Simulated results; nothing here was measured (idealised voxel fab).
process module | voxel capacitor over wiring
cross-section cut | 285 nm wide | cells 5 nm
A cross-section is a grid of square cells, given in bands from the top down. A band is one or more rows of cells.
Each band's line starts with the height of the band's top and of its bottom, in nm. Then come its materials from left to right, each with its width in nm. One material with "throughout" fills the band from edge to edge. "air" is empty space.
Height 0 is the level under which the wafer as received is all one material. The lowest band goes on downwards, as in "0 down".
A width such as "30 to 40" changes by the same amount from each row of cells to the next, from the band's top row to its bottom row.
"no change" after a step means that no cell of the cross-section changed.
closed voids: empty space of 8 cells or more with no open way to the top, each as width x height at its distance from the left edge, in nm
after a step's settings: what the simulator itself notes on the step
overlay nm, on a step with a mask: how far to the right of its planned place the mask lay; to the left if negative
plan
1 op RECEIVE | material Si
2 op CONFORMAL_DEP | material SiO2 | thk nm 10
3 op DIRECTIONAL_DEP | material TiN | thk nm 5
4 op DIRECTIONAL_DEP | material Ru | thk nm 15
5 op PATTERN | tone cover | mask id METAL_1 | material resist | width nm 30 | pitch nm 80 | thk nm 20 | overlay nm 0
6 op DIRECTIONAL_ETCH | etch materials Ru | depth nm 15
7 op DIRECTIONAL_ETCH | etch materials TiN | depth nm 5
8 op STRIP | etch materials resist
9 op CONFORMAL_DEP | material SiN | thk nm 5
10 op FILL_DEP | material lowk | thk nm 5
11 op CMP | height nm 30
12 op CONFORMAL_DEP | material SiCN | thk nm 5
13 op DIRECTIONAL_DEP | material SiO2 | thk nm 10
14 op MASKED_ETCH | tone open | mask id PLUG_1 | width nm 15 | etch materials SiO2 | depth nm 10 | overlay nm 0
15 op MASKED_ETCH | tone open | mask id PLUG_1 | width nm 15 | etch materials SiCN | depth nm 5 | overlay nm 0
16 op EPI | material Ru | thk nm 10
17 op EPI | material Ru | thk nm 5
18 op DIRECTIONAL_DEP | material TiN | thk nm 10
19 op DIRECTIONAL_DEP | material Al2O3 | thk nm 5
20 op DIRECTIONAL_DEP | material TiN | thk nm 10
21 op PATTERN | tone cover | mask id UPPER_PLATE | material resist | width nm 55 | thk nm 20 | overlay nm 0
22 op DIRECTIONAL_ETCH | etch materials TiN | depth nm 10
23 op DIRECTIONAL_ETCH | etch materials Al2O3 | depth nm 5
24 op STRIP | etch materials resist
25 op MASKED_ETCH | tone cover | mask id LOWER_PLATE | width nm 65 | etch materials TiN | depth nm 10 | overlay nm 0
26 op FILL_DEP | material SiO2 | thk nm 15
27 op CMP | height nm 80
28 op DIRECTIONAL_DEP | material aC | thk nm 10
29 op PATTERN | tone open | mask id PLUG_2 | material resist | width nm 15 | thk nm 30 | overlay nm 0
30 op DIRECTIONAL_ETCH | etch materials aC | depth nm 10
31 op STRIP | etch materials resist
32 op DIRECTIONAL_ETCH | etch materials SiO2 | depth nm 10
33 op STRIP | etch materials aC
34 op CONFORMAL_DEP | material TiN | thk nm 5
35 op FILL_DEP | material Ru | thk nm 5
36 op CMP | height nm 80
37 op CONFORMAL_DEP | material SiCN | thk nm 5
as received, after step 1
  0 down: Si throughout
  closed voids: none
first wafer at the end, as planned
  85 to 80: SiCN throughout
  80 to 75: SiO2 110 | TiN 5 | Ru 5 | TiN 5 | SiO2 160
  75 to 70: SiO2 110 | TiN 15 | SiO2 160
  70 to 60: SiO2 100 | TiN 55 | SiO2 130
  60 to 55: SiO2 100 | Al2O3 55 | SiO2 130
  55 to 45: SiO2 95 | TiN 65 | SiO2 125
  45 to 35: SiO2 100 | Ru 15 | SiO2 170
  35 to 30: SiCN 100 | Ru 15 | SiCN 170
  30 to 15: lowk 80 | SiN 5 | Ru 30 | SiN 5 | lowk 40 | SiN 5 | Ru 30 | SiN 5 | lowk 85
  15 to 10: SiN 85 | TiN 30 | SiN 50 | TiN 30 | SiN 90
  10 to 0: SiO2 throughout
  0 down: Si throughout
  closed voids: none
second wafer at the end: like start, like plan, one mistake
  85 to 80: SiCN throughout
  80 to 70: SiO2 110 to 100 | TiN 15 to 25 | SiO2 160
  70 to 65: SiO2 100 | TiN 55 | SiO2 130
  65 to 60: SiO2 100 | Al2O3 20 | TiN 35 | SiO2 130
  60 to 55: SiO2 95 | TiN 25 | Al2O3 35 | SiO2 130
  55 to 50: SiO2 95 | TiN 65 | SiO2 125
  50 to 45: SiO2 95 | Ru 25 | TiN 40 | SiO2 125
  45 to 35: SiO2 100 | Ru 15 | SiO2 170
  35 to 30: TiN throughout
  30 to 15: lowk 80 | SiN 5 | Ru 30 | SiN 5 | lowk 40 | SiN 5 | Ru 30 | SiN 5 | lowk 85
  15 to 10: SiN 85 | TiN 30 | SiN 50 | TiN 30 | SiN 90
  10 to 0: SiO2 throughout
  0 down: Si throughout
  closed voids: none
what went wrong: step 12 ran as: op CONFORMAL_DEP | material TiN | thk nm 5
at the end the second wafer has, in cells: 1 more of Ru | 54 fewer of SiCN | 3 fewer of SiO2 | 56 more of TiN
